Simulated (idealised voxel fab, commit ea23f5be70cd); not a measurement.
Herein follows the process module entitled voxel capacitor over wiring.
cross-section cut | 215 nm wide | cells 5 nm
For the purposes of this document, a cross-section shall be understood as a grid of square cells, specified as bands listed in top-to-bottom order, each band consisting of one or more rows of cells.
Quick guide to a band line: top height, bottom height (nm) up front; then every material left to right with its width in nm. Only one material and it's marked "throughout"? Then it fills the band edge to edge. And "empty" just means empty space.
A quick word on heights: they are counted from 0, and under that level the wafer as it came to us is one material throughout. The lowest band is different from the rest in having no bottom; it simply continues downward, written as in "0 -> down".
With a width like "30..40", each row of cells in the band differs from the next by the same amount, the top row carrying the first number and the bottom row the second.
For the purposes of this document, the phrase "stayed the same" attached to a step denotes that no cell within the cross-section was modified by that step.
"Sealed void list" - sealed voids, min. 8 cells, no opening to top; format: width x height at distance (distance from left edge; nm throughout).
Note: text after step settings on the step line = simulator remark on that step.
On any step carrying a mask, the "overlay nm" setting, if present on the step's line, tells how far right of its planned place the mask lay; negative values point to the left.
These are the steps we planned for the process
1) op RECEIVE | material Si
2) op CONFORMAL_DEP | material SiO2 | thk nm 15
3) op CONFORMAL_DEP | material SiCN | thk nm 5
4) op DIRECTIONAL_DEP | material SiO2 | thk nm 20
5) op DIRECTIONAL_DEP | material aC | thk nm 15
6) op PATTERN | tone open | mask id METAL_1 | material resist | width nm 20 | pitch nm 75 | thk nm 30 | overlay nm 0
7) op DIRECTIONAL_ETCH | etch materials aC | depth nm 15
8) op STRIP | etch materials resist
9) op DIRECTIONAL_ETCH | etch materials SiO2 | depth nm 20
10) op DIRECTIONAL_ETCH | etch materials SiCN | depth nm 5
11) op STRIP | etch materials aC
12) op CONFORMAL_DEP | material TiN | thk nm 5
13) op FILL_DEP | material W | thk nm 10
14) op CMP | height nm 40
15) op EPI | material Ru | thk nm 5
16) op FILL_DEP | material SiCN | thk nm 5
17) op DIRECTIONAL_DEP | material SiO2 | thk nm 10
18) op MASKED_ETCH | tone open | mask id PLUG_1 | width nm 15 | etch materials SiO2 | depth nm 10 | overlay nm 0
19) op MASKED_ETCH | tone open | mask id PLUG_1 | width nm 15 | etch materials SiCN | depth nm 5 | overlay nm 0
20) op EPI | material Ru | thk nm 10
21) op EPI | material Ru | thk nm 5
22) op DIRECTIONAL_DEP | material TiN | thk nm 10
23) op DIRECTIONAL_DEP | material Al2O3 | thk nm 5
24) op DIRECTIONAL_DEP | material TiN | thk nm 5
25) op MASKED_ETCH | tone cover | mask id UPPER_PLATE | width nm 60 | etch materials TiN | depth nm 5 | overlay nm 0
26) op MASKED_ETCH | tone cover | mask id UPPER_PLATE | width nm 60 | etch materials Al2O3 | depth nm 5 | overlay nm 0
27) op PATTERN | tone cover | mask id LOWER_PLATE | material resist | width nm 70 | thk nm 20 | overlay nm 0
28) op DIRECTIONAL_ETCH | etch materials TiN | depth nm 10
29) op STRIP | etch materials resist
30) op FILL_DEP | material SiO2 | thk nm 20
31) op CMP | height nm 95
32) op MASKED_ETCH | tone open | mask id PLUG_2 | width nm 15 | etch materials SiO2 | depth nm 15 | overlay nm 0
33) op CONFORMAL_DEP | material TiN | thk nm 5
34) op FILL_DEP | material Ru | thk nm 5
35) op CMP | height nm 95
36) op CONFORMAL_DEP | material SiCN | thk nm 5
Across this set of wafers, the varied parameter is the width nm of step 18. Starting conditions are identical for every wafer, and the plan reports the value assigned to the first wafer.
As received, i.e. after step 1: cross-section through the first of several wafers
- 0 -> down: Si throughout
- Sealed void list: none
Wafer rows, end of module: cells per material gained (+) or lost (-) since receipt; closed voids last
width nm 15 | +12 Al2O3 | +23 Ru | +149 SiCN | +589 SiO2 | +71 TiN | +16 W | Sealed void list: none
width nm 20 | +12 Al2O3 | +25 Ru | +149 SiCN | +587 SiO2 | +71 TiN | +16 W | Sealed void list: none
width nm 25 | +12 Al2O3 | +27 Ru | +149 SiCN | +585 SiO2 | +71 TiN | +16 W | Sealed void list: none
width nm 30 | +12 Al2O3 | +29 Ru | +149 SiCN | +583 SiO2 | +71 TiN | +16 W | Sealed void list: none
